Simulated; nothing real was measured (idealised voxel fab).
Presented below is a process module, voxel local oxidation.
Each square cell in cross-section cut measures 5 nm, and the section as a whole is 255 nm wide.
This document writes a cross-section as a grid whose cells are square, and gives it as bands, listed from the top down; one or more rows of cells form a band.
Per band: top height and bottom height in nm, followed by the left-to-right materials and their widths in nm; "edge to edge" marks a single material spanning edge to edge, "air" marks empty space.
Note: height 0 marks the level under which the wafer is uniformly one material as received. Lowest band unbounded below, written "0 down".
Width "30->40": first value at the band's top row of cells, second value at its bottom row, equal change from row to row.
Where a step carries "left unchanged", the cross-section came out of it unchanged, cell for cell.
The entry titled "Fully closed voids" provides the empty spaces that have no open way to the top, restricted to those of 8 cells or more. Each is presented as width x height at distance, the distance being measured from the left edge, with all three in nm.
On each step's line, the part that comes after the settings is the simulator's own comment on the step.
overlay nm: for a step with a mask, the amount by which the mask lay right of where it was planned; a negative amount means left of it.
Steps in the process plan
1,RECEIVE, material Si
2,CONFORMAL_DEP, material SiO2, thk nm 5
3,CONFORMAL_DEP, material SiN, thk nm 10
4,PATTERN, tone cover, mask id ACTIVE, material resist, width nm 85, pitch nm 120, thk nm 20, overlay nm 0
5,DIRECTIONAL_ETCH, etch materials SiN, depth nm 10
6,STRIP, etch materials resist
7,SELECTIVE_ETCH, etch materials SiO2, depth nm 5
8,OXIDIZE, depth nm 10
9,STRIP, etch materials SiN
The value of width nm given for step 4 in the plan refers to the first wafer; the wafers vary in this setting and are alike at the start.
As received, i.e. after step 1: cross-section through the first of several wafers
  0 down | Si edge to edge
  Fully closed voids: none
Tabulated below, wafer by wafer, are the end-of-module results: for each material, the number of cells gained (+) or lost (-) relative to the as-received state, followed by the closed voids
width nm 85; -58 Si; +88 SiO2; Fully closed voids: none
width nm 90; -54 Si; +86 SiO2; Fully closed voids: none
width nm 95; -50 Si; +84 SiO2; Fully closed voids: none
width nm 100; -46 Si; +82 SiO2; Fully closed voids: none
width nm 105; -42 Si; +80 SiO2; Fully closed voids: none
